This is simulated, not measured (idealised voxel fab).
process module | voxel trench capacitor
Xsec cut, 285 nm wide, square cell size 5 nm.
A cross-section in this document is a grid of square cells, and it is written down as bands, the top band listed before the ones below it; a band is made up of one or more rows of cells. Heights first: top, then bottom, in nm. Then materials, left to right, each with a width in nm. "throughout" on a single material: fills the band edge to edge. "empty": empty space. The level at which height equals 0 is the one under which the wafer, as it arrives, is entirely one material. No lower edge exists for the bottom band, which continues downward and is notated as in "0 -> down". So if you see something like "30->40" for the width, read it as the top row of the band sitting at the first number and the bottom row at the second, with every row in between moving by the same amount as the last. "nothing was modified", as given for a step, is the statement that not any cell of the cross-section underwent a change during that step. Closed-off voids of 8+ cells (no open route to the top) go in "Closed cavities", written width x height at distance from the left edge, in nm. Read whatever lies past the settings on a step's line as the simulator's own remark about the step. When a step includes a mask, the "overlay nm" setting on its line states how far to the right of its planned place that mask lay, and negative values state how far to the left.
Here's what the planned process steps look like:
| 1 | RECEIVE: material Si |
| 2 | CONFORMAL_DEP: material SiN, thk nm 10 |
| 3 | PATTERN: tone open, mask id TRENCH, material resist, width nm 20, pitch nm 50, thk nm 15, overlay nm 0 |
| 4 | DIRECTIONAL_ETCH: etch materials SiN, depth nm 10 |
| 5 | DIRECTIONAL_ETCH: etch materials Si, depth nm 35 |
| 6 | STRIP: etch materials resist |
| 7 | CONFORMAL_DEP: material SiO2, thk nm 5 |
| 8 | FILL_DEP: material polySi, thk nm 5 |
| 9 | CMP: height nm 10 |
Cross-section of the incoming wafer, state after step 1:
    0 -> down = Si throughout
    Closed cavities: none
First of two wafers, end-of-module section, run followed plan:
    10 -> 0 = SiN 105 nm, then SiO2 5 nm, then polySi 10 nm, then SiO2 5 nm, then SiN 30 nm, then SiO2 5 nm, then polySi 10 nm, then SiO2 5 nm, then SiN 110 nm
    0 -> -30 = Si 105 nm, then SiO2 5 nm, then polySi 10 nm, then SiO2 5 nm, then Si 30 nm, then SiO2 5 nm, then polySi 10 nm, then SiO2 5 nm, then Si 110 nm
    -30 -> -35 = Si 105 nm, then SiO2 20 nm, then Si 30 nm, then SiO2 20 nm, then Si 110 nm
    -35 -> down = Si throughout
    Closed cavities: none
Module end: cross-section of wafer two of two. Same start and process plan as the first wafer. One mistake during execution:
    10 -> 5 = SiO2 110 nm, then polySi 10 nm, then SiO2 40 nm, then polySi 10 nm, then SiO2 115 nm
    5 -> 0 = SiN 105 nm, then SiO2 5 nm, then polySi 10 nm, then SiO2 5 nm, then SiN 30 nm, then SiO2 5 nm, then polySi 10 nm, then SiO2 5 nm, then SiN 110 nm
    0 -> -30 = Si 105 nm, then SiO2 5 nm, then polySi 10 nm, then SiO2 5 nm, then Si 30 nm, then SiO2 5 nm, then polySi 10 nm, then SiO2 5 nm, then Si 110 nm
    -30 -> -35 = Si 105 nm, then SiO2 20 nm, then Si 30 nm, then SiO2 20 nm, then Si 110 nm
    -35 -> down = Si throughout
    Closed cavities: none
So what did we get wrong on this run? planned and actual differ for step 2; actual: CONFORMAL_DEP: material SiN, thk nm 5
FYI, end of process, the second wafer has more or fewer cells of some materials than the first: SiN: 49 fewer | SiO2: 49 more
